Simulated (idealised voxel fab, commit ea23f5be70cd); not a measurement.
Documented hereafter: the process module known as voxel self aligned vias.
Each square cell in cross-section cut measures 5 nm, and the section as a whole is 245 nm wide.
Cross-sections here: square-cell grids, written as top-down lists of bands, a band being one or more rows of cells. What a band's entry tells you: where the top is and where the bottom is, as heights in nm, and after that what lies inside, material by material from left to right, each with its width in nm. Empty space is written as the word "air", and a single material marked with the word "everywhere" occupies the band from edge to edge. Height reference: 0 = level under which incoming wafer is all one material. Lowest band: no bottom, runs on downward, e.g. "0 nm and below". Width spec "30->40" -> top row of cells at first value, bottom row at second value, equal per-row change in between. No cell of the cross-section changed in a step that is given as "left unchanged". "Voids, fully enclosed" - sealed voids, min. 8 cells, no opening to top; format: width x height at distance (distance from left edge; nm throughout). Heads up: the bit after the settings on a step's line is the simulator's remark on that step. Each step line may optionally specify "overlay nm", which for a step with a mask gives the rightward distance between the mask's planned place and where it lay, a negative value indicating the leftward direction.

STEPS PLANNED FOR THE PROCESS
1,RECEIVE [material Si]
2,CONFORMAL_DEP [material SiO2] [thk nm 15]
3,CONFORMAL_DEP [material SiCN] [thk nm 5]
4,DIRECTIONAL_DEP [material lowk] [thk nm 25]
5,DIRECTIONAL_DEP [material aC] [thk nm 15]
6,PATTERN [tone open] [mask id LINES] [material resist] [width nm 20] [pitch nm 70] [thk nm 30] [overlay nm 0]
7,DIRECTIONAL_ETCH [etch materials aC] [depth nm 15]
8,STRIP [etch materials resist]
9,DIRECTIONAL_ETCH [etch materials lowk] [depth nm 25]
10,STRIP [etch materials aC]
11,CONFORMAL_DEP [material TiN] [thk nm 5]
12,FILL_DEP [material W] [thk nm 10]
13,CMP [height nm 45]
14,SELECTIVE_ETCH [etch materials W Ru TiN] [depth nm 10]
15,FILL_DEP [material SiN] [thk nm 5]
16,CMP [height nm 45]
17,DIRECTIONAL_DEP [material lowk] [thk nm 20]
18,DIRECTIONAL_DEP [material aC] [thk nm 15]
19,PATTERN [tone open] [mask id VIAS] [material resist] [width nm 40] [pitch nm 70] [thk nm 35] [overlay nm -15]
20,DIRECTIONAL_ETCH [etch materials aC] [depth nm 15]
21,STRIP [etch materials resist]
22,DIRECTIONAL_ETCH [etch materials lowk] [depth nm 20]
23,DIRECTIONAL_ETCH [etch materials SiN] [depth nm 10]
24,STRIP [etch materials aC]
25,CONFORMAL_DEP [material TiN] [thk nm 5]
26,FILL_DEP [material Cu] [thk nm 5]
27,CMP [height nm 65]
28,CONFORMAL_DEP [material SiCN] [thk nm 5]
Be aware that, although all wafers share a common starting state, the overlay nm at step 19 differs among them, and the plan displays the first wafer's value.

AS RECEIVED, I.E. AFTER STEP 1: CROSS-SECTION THROUGH THE FIRST OF SEVERAL WAFERS
	0 nm and below: Si everywhere
	Voids, fully enclosed: none

THE ROWS OF THE TABLE BELOW ARE WAFERS. LOOKING AT THE END OF THE MODULE, A ROW COUNTS, FOR EVERY MATERIAL, THE CELLS THE WAFER HAS GAINED, SHOWN AS (+), OR LOST, SHOWN AS (-), SINCE IT WAS RECEIVED; ITS CLOSED VOIDS COME NEXT
overlay nm -15, +60 Cu, +98 SiCN, +6 SiN, +147 SiO2, +78 TiN, +12 W, +285 lowk, Voids, fully enclosed: none
overlay nm -10, +66 Cu, +98 SiCN, +147 SiO2, +78 TiN, +12 W, +285 lowk, Voids, fully enclosed: none
overlay nm -5, +66 Cu, +98 SiCN, +147 SiO2, +78 TiN, +12 W, +285 lowk, Voids, fully enclosed: none
overlay nm 0, +66 Cu, +98 SiCN, +147 SiO2, +78 TiN, +12 W, +285 lowk, Voids, fully enclosed: none
overlay nm 5, +66 Cu, +98 SiCN, +147 SiO2, +78 TiN, +12 W, +285 lowk, Voids, fully enclosed: none
overlay nm 10, +66 Cu, +98 SiCN, +147 SiO2, +78 TiN, +12 W, +285 lowk, Voids, fully enclosed: none
overlay nm 15, +60 Cu, +98 SiCN, +6 SiN, +147 SiO2, +78 TiN, +12 W, +285 lowk, Voids, fully enclosed: none
